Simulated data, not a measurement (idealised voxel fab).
Title: Process Module voxel trench capacitor
Cross-section cut spans 270 nm and uses square cells 5 nm in size.
Throughout this document, each cross-section is represented as a grid of square cells and is presented as a sequence of bands enumerated from the top downward, where a band comprises one or more rows of cells.
Per band: top height and bottom height in nm, followed by the left-to-right materials and their widths in nm; "everywhere" marks a single material spanning edge to edge, "air" marks empty space.
Zero point of the height axis is 0; under it, received wafer = one material. Lowest band: continues down indefinitely, "top 0, no bottom".
Think of "30->40" as a width that walks from the first number to the second as you go down the band, top row to bottom row, taking equal-sized steps from row to row.
You'll sometimes find "everything unchanged" written for a step, and that's the way of saying that nowhere in the cross-section did a cell change during that step.
For the entry "Enclosed void listing", the listed items are empty spaces with no open way to the top whose size is 8 cells or more; each item follows the pattern width x height at distance, where distance is from the left edge and all three are in nm.
It should be noted that, on the line of a given step, the content following the step's settings is a remark produced by the simulator itself with respect to that step.
What "overlay nm" on a step's line means: if the step has a mask, that mask lay this far to the right of its planned place, or, when the value is negative, to the left.
Pairs, read this way: before one process step on the one hand, after it on the other, the after cross-section ending at the lowest band that changed; the step between, settings included, beneath. Same starting wafer throughout, but possibly different runs of this module, so no pair continues from the pair above unless its entry headed "Pre-step view" says so.
# Pre-step view
  top 20, bottom 15 = TiN: 100 / air: 5 / TiN: 35 / air: 5 / TiN: 35 / air: 5 / TiN: 85
  top 15, bottom 10 = HfO2: 95 / TiN: 5 / air: 5 / TiN: 5 / HfO2: 25 / TiN: 5 / air: 5 / TiN: 5 / HfO2: 25 / TiN: 5 / air: 5 / TiN: 5 / HfO2: 80
  top 10, bottom 0 = SiN: 90 / HfO2: 5 / TiN: 5 / air: 5 / TiN: 5 / HfO2: 5 / SiN: 15 / HfO2: 5 / TiN: 5 / air: 5 / TiN: 5 / HfO2: 5 / SiN: 15 / HfO2: 5 / TiN: 5 / air: 5 / TiN: 5 / HfO2: 5 / SiN: 75
  top 0, bottom -20 = Si: 90 / HfO2: 5 / TiN: 5 / air: 5 / TiN: 5 / HfO2: 5 / Si: 15 / HfO2: 5 / TiN: 5 / air: 5 / TiN: 5 / HfO2: 5 / Si: 15 / HfO2: 5 / TiN: 5 / air: 5 / TiN: 5 / HfO2: 5 / Si: 75
  top -20, bottom -25 = Si: 90 / HfO2: 5 / TiN: 15 / HfO2: 5 / Si: 15 / HfO2: 5 / TiN: 15 / HfO2: 5 / Si: 15 / HfO2: 5 / TiN: 15 / HfO2: 5 / Si: 75
  top -25, bottom -30 = Si: 90 / HfO2: 25 / Si: 15 / HfO2: 25 / Si: 15 / HfO2: 25 / Si: 75
  top -30, no bottom = Si everywhere
  Enclosed void listing: none
# Section After Processing
  top 25, bottom 20 = W everywhere
  top 20, bottom 15 = TiN: 100 / W: 5 / TiN: 35 / W: 5 / TiN: 35 / W: 5 / TiN: 85
  top 15, bottom 10 = HfO2: 95 / TiN: 5 / W: 5 / TiN: 5 / HfO2: 25 / TiN: 5 / W: 5 / TiN: 5 / HfO2: 25 / TiN: 5 / W: 5 / TiN: 5 / HfO2: 80
  top 10, bottom 0 = SiN: 90 / HfO2: 5 / TiN: 5 / W: 5 / TiN: 5 / HfO2: 5 / SiN: 15 / HfO2: 5 / TiN: 5 / W: 5 / TiN: 5 / HfO2: 5 / SiN: 15 / HfO2: 5 / TiN: 5 / W: 5 / TiN: 5 / HfO2: 5 / SiN: 75
  top 0, bottom -20 = Si: 90 / HfO2: 5 / TiN: 5 / W: 5 / TiN: 5 / HfO2: 5 / Si: 15 / HfO2: 5 / TiN: 5 / W: 5 / TiN: 5 / HfO2: 5 / Si: 15 / HfO2: 5 / TiN: 5 / W: 5 / TiN: 5 / HfO2: 5 / Si: 75
  Under the height -20 nothing was changed.
  Enclosed void listing: none
Going from one cross-section above to the next, the wafer undergoes FILL_DEP: material W, thk nm 5
Pre-step view: cross-section not repeated; it is the one shown after the step in the pair just above.
# Section After Processing
  top 10, bottom 0 = SiN: 90 / HfO2: 5 / TiN: 5 / W: 5 / TiN: 5 / HfO2: 5 / SiN: 15 / HfO2: 5 / TiN: 5 / W: 5 / TiN: 5 / HfO2: 5 / SiN: 15 / HfO2: 5 / TiN: 5 / W: 5 / TiN: 5 / HfO2: 5 / SiN: 75
  Under the height 0 nothing was changed.
  Enclosed void listing: none
Going from one cross-section above to the next, the wafer undergoes CMP: height nm 10
# Pre-step view
  top 20, bottom 15 = TiN: 90 / air: 5 / TiN: 35 / air: 5 / TiN: 35 / air: 5 / TiN: 95
  top 15, bottom 10 = HfO2: 85 / TiN: 5 / air: 5 / TiN: 5 / HfO2: 25 / TiN: 5 / air: 5 / TiN: 5 / HfO2: 25 / TiN: 5 / air: 5 / TiN: 5 / HfO2: 90
  top 10, bottom 0 = SiN: 80 / HfO2: 5 / TiN: 5 / air: 5 / TiN: 5 / HfO2: 5 / SiN: 15 / HfO2: 5 / TiN: 5 / air: 5 / TiN: 5 / HfO2: 5 / SiN: 15 / HfO2: 5 / TiN: 5 / air: 5 / TiN: 5 / HfO2: 5 / SiN: 85
  top 0, bottom -20 = Si: 80 / HfO2: 5 / TiN: 5 / air: 5 / TiN: 5 / HfO2: 5 / Si: 15 / HfO2: 5 / TiN: 5 / air: 5 / TiN: 5 / HfO2: 5 / Si: 15 / HfO2: 5 / TiN: 5 / air: 5 / TiN: 5 / HfO2: 5 / Si: 85
  top -20, bottom -25 = Si: 80 / HfO2: 5 / TiN: 15 / HfO2: 5 / Si: 15 / HfO2: 5 / TiN: 15 / HfO2: 5 / Si: 15 / HfO2: 5 / TiN: 15 / HfO2: 5 / Si: 85
  top -25, bottom -30 = Si: 80 / HfO2: 25 / Si: 15 / HfO2: 25 / Si: 15 / HfO2: 25 / Si: 85
  top -30, no bottom = Si everywhere
  Enclosed void listing: none
# Section After Processing
  top 25, bottom 20 = SiN everywhere
  top 20, bottom 15 = TiN: 90 / SiN: 5 / TiN: 35 / SiN: 5 / TiN: 35 / SiN: 5 / TiN: 95
  top 15, bottom 10 = HfO2: 85 / TiN: 5 / SiN: 5 / TiN: 5 / HfO2: 25 / TiN: 5 / SiN: 5 / TiN: 5 / HfO2: 25 / TiN: 5 / SiN: 5 / TiN: 5 / HfO2: 90
  top 10, bottom 0 = SiN: 80 / HfO2: 5 / TiN: 5 / SiN: 5 / TiN: 5 / HfO2: 5 / SiN: 15 / HfO2: 5 / TiN: 5 / SiN: 5 / TiN: 5 / HfO2: 5 / SiN: 15 / HfO2: 5 / TiN: 5 / SiN: 5 / TiN: 5 / HfO2: 5 / SiN: 85
  top 0, bottom -20 = Si: 80 / HfO2: 5 / TiN: 5 / SiN: 5 / TiN: 5 / HfO2: 5 / Si: 15 / HfO2: 5 / TiN: 5 / SiN: 5 / TiN: 5 / HfO2: 5 / Si: 15 / HfO2: 5 / TiN: 5 / SiN: 5 / TiN: 5 / HfO2: 5 / Si: 85
  Under the height -20 nothing was changed.
  Enclosed void listing: none
Going from one cross-section above to the next, the wafer undergoes FILL_DEP: material SiN, thk nm 5
Pre-step view: cross-section not repeated; it is the one shown after the step in the pair just above.
# Section After Processing
  top 10, bottom 0 = SiN: 80 / HfO2: 5 / TiN: 5 / SiN: 5 / TiN: 5 / HfO2: 5 / SiN: 15 / HfO2: 5 / TiN: 5 / SiN: 5 / TiN: 5 / HfO2: 5 / SiN: 15 / HfO2: 5 / TiN: 5 / SiN: 5 / TiN: 5 / HfO2: 5 / SiN: 85
  Under the height 0 nothing was changed.
  Enclosed void listing: none
Going from one cross-section above to the next, the wafer undergoes CMP: height nm 10
# Pre-step view
  top 25, bottom 10 = aC everywhere
  top 10, bottom 0 = SiN everywhere
  top 0, no bottom = Si everywhere
  Enclosed void listing: none
# Section After Processing
  top 60, bottom 25 = air: 80 / resist: 25 / air: 15 / resist: 25 / air: 15 / resist: 25 / air: 85
  Under the height 25 nothing was changed.
  Enclosed void listing: none
Going from one cross-section above to the next, the wafer undergoes PATTERN: tone cover, mask id TRENCH, material resist, width nm 25, pitch nm 40, thk nm 35, overlay nm 0
Pre-step view: cross-section not repeated; it is the one shown after the step in the pair just above.
# Section After Processing
  top 45, bottom 25 = air: 80 / resist: 25 / air: 15 / resist: 25 / air: 15 / resist: 25 / air: 85
  top 25, bottom 10 = air: 80 / aC: 25 / air: 15 / aC: 25 / air: 15 / aC: 25 / air: 85
  Under the height 10 nothing was changed.
  Enclosed void listing: none
Going from one cross-section above to the next, the wafer undergoes DIRECTIONAL_ETCH: etch materials aC, depth nm 15
Pre-step view: cross-section not repeated; it is the one shown after the step in the pair just above.
# Section After Processing
  top 25, bottom 10 = air: 80 / aC: 25 / air: 15 / aC: 25 / air: 15 / aC: 25 / air: 85
  Under the height 10 nothing was changed.
  Enclosed void listing: none
Going from one cross-section above to the next, the wafer undergoes STRIP: etch materials resist
Pre-step view: cross-section not repeated; it is the one shown after the step in the pair just above.
# Section After Processing
  top 25, bottom 10 = air: 80 / aC: 25 / air: 15 / aC: 25 / air: 15 / aC: 25 / air: 85
  top 10, bottom 0 = air: 80 / SiN: 25 / air: 15 / SiN: 25 / air: 15 / SiN: 25 / air: 85
  Under the height 0 nothing was changed.
  Enclosed void listing: none
Going from one cross-section above to the next, the wafer undergoes DIRECTIONAL_ETCH: etch materials SiN, depth nm 10
Pre-step view: cross-section not repeated; it is the one shown after the step in the pair just above.
# Section After Processing
  top 25, bottom 10 = air: 80 / aC: 25 / air: 15 / aC: 25 / air: 15 / aC: 25 / air: 85
  top 10, bottom 0 = air: 80 / SiN: 25 / air: 15 / SiN: 25 / air: 15 / SiN: 25 / air: 85
  top 0, bottom -30 = air: 80 / Si: 25 / air: 15 / Si: 25 / air: 15 / Si: 25 / air: 85
  Under the height -30 nothing was changed.
  Enclosed void listing: none
Going from one cross-section above to the next, the wafer undergoes DIRECTIONAL_ETCH: etch materials Si, depth nm 30
Pre-step view: cross-section not repeated; it is the one shown after the step in the pair just above.
# Section After Processing
  top 10, bottom 0 = air: 80 / SiN: 25 / air: 15 / SiN: 25 / air: 15 / SiN: 25 / air: 85
  Under the height 0 nothing was changed.
  Enclosed void listing: none
Going from one cross-section above to the next, the wafer undergoes STRIP: etch materials aC
Pre-step view: cross-section not repeated; it is the one shown after the step in the pair just above.
# Section After Processing
  top 15, bottom 10 = air: 75 / HfO2: 35 / air: 5 / HfO2: 35 / air: 5 / HfO2: 35 / air: 80
  top 10, bottom 0 = air: 75 / HfO2: 5 / SiN: 25 / HfO2: 5 / air: 5 / HfO2: 5 / SiN: 25 / HfO2: 5 / air: 5 / HfO2: 5 / SiN: 25 / HfO2: 5 / air: 80
  top 0, bottom -25 = air: 75 / HfO2: 5 / Si: 25 / HfO2: 5 / air: 5 / HfO2: 5 / Si: 25 / HfO2: 5 / air: 5 / HfO2: 5 / Si: 25 / HfO2: 5 / air: 80
  top -25, bottom -30 = HfO2: 80 / Si: 25 / HfO2: 15 / Si: 25 / HfO2: 15 / Si: 25 / HfO2: 85
  Under the height -30 nothing was changed.
  Enclosed void listing: none
Going from one cross-section above to the next, the wafer undergoes CONFORMAL_DEP: material HfO2, thk nm 5
Pre-step view: cross-section not repeated; it is the one shown after the step in the pair just above.
# Section After Processing
  top 20, bottom 15 = air: 70 / TiN: 125 / air: 75
  top 15, bottom 10 = air: 70 / TiN: 5 / HfO2: 35 / TiN: 5 / HfO2: 35 / TiN: 5 / HfO2: 35 / TiN: 5 / air: 75
  top 10, bottom 0 = air: 70 / TiN: 5 / HfO2: 5 / SiN: 25 / HfO2: 5 / TiN: 5 / HfO2: 5 / SiN: 25 / HfO2: 5 / TiN: 5 / HfO2: 5 / SiN: 25 / HfO2: 5 / TiN: 5 / air: 75
  top 0, bottom -20 = air: 70 / TiN: 5 / HfO2: 5 / Si: 25 / HfO2: 5 / TiN: 5 / HfO2: 5 / Si: 25 / HfO2: 5 / TiN: 5 / HfO2: 5 / Si: 25 / HfO2: 5 / TiN: 5 / air: 75
  top -20, bottom -25 = TiN: 75 / HfO2: 5 / Si: 25 / HfO2: 5 / TiN: 5 / HfO2: 5 / Si: 25 / HfO2: 5 / TiN: 5 / HfO2: 5 / Si: 25 / HfO2: 5 / TiN: 80
  Under the height -25 nothing was changed.
  Enclosed void listing: none
Going from one cross-section above to the next, the wafer undergoes CONFORMAL_DEP: material TiN, thk nm 5
Pre-step view: cross-section not repeated; it is the one shown after the step in the pair just above.
# Section After Processing
  top 25, bottom 20 = W everywhere
  top 20, bottom 15 = W: 70 / TiN: 125 / W: 75
  top 15, bottom 10 = W: 70 / TiN: 5 / HfO2: 35 / TiN: 5 / HfO2: 35 / TiN: 5 / HfO2: 35 / TiN: 5 / W: 75
  top 10, bottom 0 = W: 70 / TiN: 5 / HfO2: 5 / SiN: 25 / HfO2: 5 / TiN: 5 / HfO2: 5 / SiN: 25 / HfO2: 5 / TiN: 5 / HfO2: 5 / SiN: 25 / HfO2: 5 / TiN: 5 / W: 75
  top 0, bottom -20 = W: 70 / TiN: 5 / HfO2: 5 / Si: 25 / HfO2: 5 / TiN: 5 / HfO2: 5 / Si: 25 / HfO2: 5 / TiN: 5 / HfO2: 5 / Si: 25 / HfO2: 5 / TiN: 5 / W: 75
  Under the height -20 nothing was changed.
  Enclosed void listing: none
Going from one cross-section above to the next, the wafer undergoes FILL_DEP: material W, thk nm 5
Pre-step view: cross-section not repeated; it is the one shown after the step in the pair just above.
# Section After Processing
  top 10, bottom 0 = W: 70 / TiN: 5 / HfO2: 5 / SiN: 25 / HfO2: 5 / TiN: 5 / HfO2: 5 / SiN: 25 / HfO2: 5 / TiN: 5 / HfO2: 5 / SiN: 25 / HfO2: 5 / TiN: 5 / W: 75
  Under the height 0 nothing was changed.
  Enclosed void listing: none
Going from one cross-section above to the next, the wafer undergoes CMP: height nm 10
